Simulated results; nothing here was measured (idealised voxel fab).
Process module, titled voxel transistor to metal
cross-section cut | 295 nm wide | cells 5 nm
Cross-section = grid of square cells, listed top down in bands; band = one or more rows. In this notation a band is specified by the heights of its top and bottom, in that order and in nm, after which its materials appear from left to right, each paired with its width in nm. The word "throughout" attached to a single material means that material fills the band from edge to edge; the word "air" stands for empty space. Note: height 0 marks the level under which the wafer is uniformly one material as received. Lowest band unbounded below, written "0 -> down". A width given as "30 to 40" starts at the first number in the band's top row and ends at the second number in its bottom row, shifting by an equal amount at every step from row to row. The cross-section has no changed cell in any step marked "left unchanged". The label "Encapsulated voids" introduces a list of the empty spaces, 8 cells or larger, that have no open way up to the top; each entry in it reads width x height at distance, where the distance is taken from the left edge and all three are stated in nm. What comes after the settings on a step's line is commentary from the simulator itself on that step. overlay nm: how far to the right of its planned place the mask lay on this masked step (negative: to the left).

[Here's what the planned process steps look like]
1,RECEIVE: material Si
2,OXIDIZE: depth nm 5
3,CONFORMAL_DEP: material SiN, thk nm 15
4,DIRECTIONAL_DEP: material aC, thk nm 10
5,PATTERN: tone cover, mask id ACTIVE, material resist, width nm 95, pitch nm 120, thk nm 30, overlay nm 0
6,DIRECTIONAL_ETCH: etch materials aC, depth nm 10
7,STRIP: etch materials resist
8,DIRECTIONAL_ETCH: etch materials SiN, depth nm 15
9,DIRECTIONAL_ETCH: etch materials SiO2, depth nm 5
10,DIRECTIONAL_ETCH: etch materials Si, depth nm 25
11,STRIP: etch materials aC
12,FILL_DEP: material SiO2, thk nm 5
13,CMP: height nm 15
14,SELECTIVE_ETCH: etch materials SiO2, depth nm 15
15,STRIP: etch materials SiN
16,SELECTIVE_ETCH: etch materials SiO2, depth nm 5
17,OXIDIZE: depth nm 5
18,DIRECTIONAL_DEP: material polySi, thk nm 30
19,DIRECTIONAL_DEP: material SiCN, thk nm 15
20,MASKED_ETCH: tone cover, mask id GATE, width nm 15, pitch nm 120, etch materials SiCN, depth nm 25, overlay nm 0
21,MASKED_ETCH: tone cover, mask id GATE, width nm 15, pitch nm 120, etch materials polySi, depth nm 40, overlay nm 0
22,CONFORMAL_DEP: material SiN, thk nm 10
23,DIRECTIONAL_ETCH: etch materials SiN, depth nm 10
24,DIRECTIONAL_ETCH: etch materials SiO2, depth nm 5
25,DIRECTIONAL_ETCH: etch materials Si, depth nm 15
26,EPI: material nSi, thk nm 15
27,FILL_DEP: material SiO2, thk nm 5
28,CMP: height nm 40
29,DIRECTIONAL_DEP: material SiO2, thk nm 10
30,DIRECTIONAL_DEP: material aC, thk nm 15
31,PATTERN: tone open, mask id CONTACT, material resist, width nm 20, thk nm 35, overlay nm 0
32,DIRECTIONAL_ETCH: etch materials aC, depth nm 15
33,STRIP: etch materials resist
34,DIRECTIONAL_ETCH: etch materials SiO2, depth nm 60
35,STRIP: etch materials aC
36,CONFORMAL_DEP: material TiN, thk nm 5
37,FILL_DEP: material Ru, thk nm 10
38,CMP: height nm 50
39,DIRECTIONAL_DEP: material TiN, thk nm 5
40,DIRECTIONAL_DEP: material W, thk nm 25
41,DIRECTIONAL_DEP: material aC, thk nm 15
42,PATTERN: tone cover, mask id METAL_1, material resist, width nm 20, thk nm 30, overlay nm 0
43,DIRECTIONAL_ETCH: etch materials aC, depth nm 15
44,STRIP: etch materials resist
45,DIRECTIONAL_ETCH: etch materials W, depth nm 25
46,DIRECTIONAL_ETCH: etch materials TiN, depth nm 5
47,STRIP: etch materials aC
48,FILL_DEP: material lowk, thk nm 5
49,CMP: height nm 80
50,CONFORMAL_DEP: material SiCN, thk nm 5
51,DIRECTIONAL_DEP: material lowk, thk nm 30
52,PATTERN: tone open, mask id METAL_2_HOLES, material resist, width nm 15, pitch nm 120, thk nm 20, overlay nm 0
53,DIRECTIONAL_ETCH: etch materials lowk, depth nm 30
54,STRIP: etch materials resist
55,PATTERN: tone open, mask id METAL_2, material resist, width nm 20, pitch nm 120, thk nm 15, overlay nm 0
56,DIRECTIONAL_ETCH: etch materials lowk, depth nm 15
57,DIRECTIONAL_ETCH: etch materials SiCN, depth nm 5
58,STRIP: etch materials resist
59,CONFORMAL_DEP: material TiN, thk nm 5
60,FILL_DEP: material Ru, thk nm 5
61,CMP: height nm 115
62,CONFORMAL_DEP: material SiCN, thk nm 5

[Incoming wafer in cross-section (state: after step 1)]
	0 -> down | Si throughout
	Encapsulated voids: none

[Run as planned - first of the two wafers cross-sectioned at the end of the module]
	120 -> 115 | SiCN throughout
	115 -> 105 | 45 of lowk; 5 of TiN; 10 of Ru; 5 of TiN; 100 of lowk; 5 of TiN; 10 of Ru; 5 of TiN; 110 of lowk
	105 -> 100 | 45 of lowk; 5 of TiN; 5 of Ru; 10 of TiN; 100 of lowk; 5 of TiN; 5 of Ru; 10 of TiN; 110 of lowk
	100 -> 85 | 45 of lowk; 5 of TiN; 5 of Ru; 5 of TiN; 105 of lowk; 5 of TiN; 5 of Ru; 5 of TiN; 115 of lowk
	85 -> 80 | 45 of SiCN; 15 of TiN; 105 of SiCN; 15 of TiN; 115 of SiCN
	80 -> 55 | 45 of lowk; 20 of W; 45 of lowk; 20 of W; 35 of lowk; 20 of W; 45 of lowk; 20 of W; 45 of lowk
	55 -> 50 | 45 of lowk; 20 of TiN; 45 of lowk; 20 of TiN; 35 of lowk; 20 of TiN; 45 of lowk; 20 of TiN; 45 of lowk
	50 -> 40 | 45 of SiO2; 5 of TiN; 10 of Ru; 5 of TiN; 45 of SiO2; 5 of TiN; 10 of Ru; 5 of TiN; 35 of SiO2; 5 of TiN; 10 of Ru; 5 of TiN; 45 of SiO2; 5 of TiN; 10 of Ru; 5 of TiN; 45 of SiO2
	40 -> 25 | 45 of SiO2; 5 of TiN; 10 of Ru; 5 of TiN; 5 of SiO2; 10 of SiN; 15 of SiCN; 10 of SiN; 5 of SiO2; 5 of TiN; 10 of Ru; 5 of TiN; 35 of SiO2; 5 of TiN; 10 of Ru; 5 of TiN; 5 of SiO2; 10 of SiN; 15 of SiCN; 10 of SiN; 5 of SiO2; 5 of TiN; 10 of Ru; 5 of TiN; 45 of SiO2
	25 -> 10 | 45 of SiO2; 5 of TiN; 10 of Ru; 5 of TiN; 5 of SiO2; 10 of SiN; 15 of polySi; 10 of SiN; 5 of SiO2; 5 of TiN; 10 of Ru; 5 of TiN; 35 of SiO2; 5 of TiN; 10 of Ru; 5 of TiN; 5 of SiO2; 10 of SiN; 15 of polySi; 10 of SiN; 5 of SiO2; 5 of TiN; 10 of Ru; 5 of TiN; 45 of SiO2
	10 -> 5 | 45 of SiO2; 20 of TiN; 5 of SiO2; 10 of SiN; 15 of polySi; 10 of SiN; 5 of SiO2; 20 of TiN; 35 of SiO2; 20 of TiN; 5 of SiO2; 10 of SiN; 15 of polySi; 10 of SiN; 5 of SiO2; 20 of TiN; 45 of SiO2
	5 -> -5 | 45 of SiO2; 10 of TiN; 15 of nSi; 10 of SiN; 15 of polySi; 10 of SiN; 15 of nSi; 10 of TiN; 35 of SiO2; 10 of TiN; 15 of nSi; 10 of SiN; 15 of polySi; 10 of SiN; 15 of nSi; 10 of TiN; 45 of SiO2
	-5 -> -10 | 45 of SiO2; 10 of TiN; 15 of nSi; 35 of SiO2; 15 of nSi; 10 of TiN; 35 of SiO2; 10 of TiN; 15 of nSi; 35 of SiO2; 15 of nSi; 10 of TiN; 45 of SiO2
	-10 -> -25 | 40 of SiO2; 30 of nSi; 35 of Si; 30 of nSi; 25 of SiO2; 30 of nSi; 35 of Si; 30 of nSi; 40 of SiO2
	-25 -> -30 | 40 of SiO2; 95 of Si; 25 of SiO2; 95 of Si; 40 of SiO2
	-30 -> down | Si throughout
	Encapsulated voids: none

[End-of-module cross-section of the second wafer: identical starting point and process plan to the first, with one processing mistake]
	120 -> 115 | SiCN throughout
	115 -> 105 | 45 of lowk; 5 of TiN; 10 of Ru; 5 of TiN; 100 of lowk; 5 of TiN; 10 of Ru; 5 of TiN; 110 of lowk
	105 -> 100 | 45 of lowk; 5 of TiN; 5 of Ru; 10 of TiN; 100 of lowk; 5 of TiN; 5 of Ru; 10 of TiN; 110 of lowk
	100 -> 85 | 45 of lowk; 5 of TiN; 5 of Ru; 5 of TiN; 105 of lowk; 5 of TiN; 5 of Ru; 5 of TiN; 115 of lowk
	85 -> 80 | 45 of SiCN; 15 of TiN; 105 of SiCN; 15 of TiN; 115 of SiCN
	80 -> 75 | 45 of lowk; 20 of TiN; 45 of lowk; 20 of TiN; 35 of lowk; 20 of TiN; 45 of lowk; 20 of TiN; 45 of lowk
	75 -> 50 | W throughout
	50 -> 40 | 45 of SiO2; 5 of TiN; 10 of Ru; 5 of TiN; 45 of SiO2; 5 of TiN; 10 of Ru; 5 of TiN; 35 of SiO2; 5 of TiN; 10 of Ru; 5 of TiN; 45 of SiO2; 5 of TiN; 10 of Ru; 5 of TiN; 45 of SiO2
	40 -> 25 | 45 of SiO2; 5 of TiN; 10 of Ru; 5 of TiN; 5 of SiO2; 10 of SiN; 15 of SiCN; 10 of SiN; 5 of SiO2; 5 of TiN; 10 of Ru; 5 of TiN; 35 of SiO2; 5 of TiN; 10 of Ru; 5 of TiN; 5 of SiO2; 10 of SiN; 15 of SiCN; 10 of SiN; 5 of SiO2; 5 of TiN; 10 of Ru; 5 of TiN; 45 of SiO2
	25 -> 10 | 45 of SiO2; 5 of TiN; 10 of Ru; 5 of TiN; 5 of SiO2; 10 of SiN; 15 of polySi; 10 of SiN; 5 of SiO2; 5 of TiN; 10 of Ru; 5 of TiN; 35 of SiO2; 5 of TiN; 10 of Ru; 5 of TiN; 5 of SiO2; 10 of SiN; 15 of polySi; 10 of SiN; 5 of SiO2; 5 of TiN; 10 of Ru; 5 of TiN; 45 of SiO2
	10 -> 5 | 45 of SiO2; 20 of TiN; 5 of SiO2; 10 of SiN; 15 of polySi; 10 of SiN; 5 of SiO2; 20 of TiN; 35 of SiO2; 20 of TiN; 5 of SiO2; 10 of SiN; 15 of polySi; 10 of SiN; 5 of SiO2; 20 of TiN; 45 of SiO2
	5 -> -5 | 45 of SiO2; 10 of TiN; 15 of nSi; 10 of SiN; 15 of polySi; 10 of SiN; 15 of nSi; 10 of TiN; 35 of SiO2; 10 of TiN; 15 of nSi; 10 of SiN; 15 of polySi; 10 of SiN; 15 of nSi; 10 of TiN; 45 of SiO2
	-5 -> -10 | 45 of SiO2; 10 of TiN; 15 of nSi; 35 of SiO2; 15 of nSi; 10 of TiN; 35 of SiO2; 10 of TiN; 15 of nSi; 35 of SiO2; 15 of nSi; 10 of TiN; 45 of SiO2
	-10 -> -25 | 40 of SiO2; 30 of nSi; 35 of Si; 30 of nSi; 25 of SiO2; 30 of nSi; 35 of Si; 30 of nSi; 40 of SiO2
	-25 -> -30 | 40 of SiO2; 95 of Si; 25 of SiO2; 95 of Si; 40 of SiO2
	-30 -> down | Si throughout
	Encapsulated voids: none
Where did the run depart from the plan? mixed up steps 39 and 40 - ran each in the other's place
Cell-count delta at end, second wafer over first, by material: W: 215 more, lowk: 215 fewer
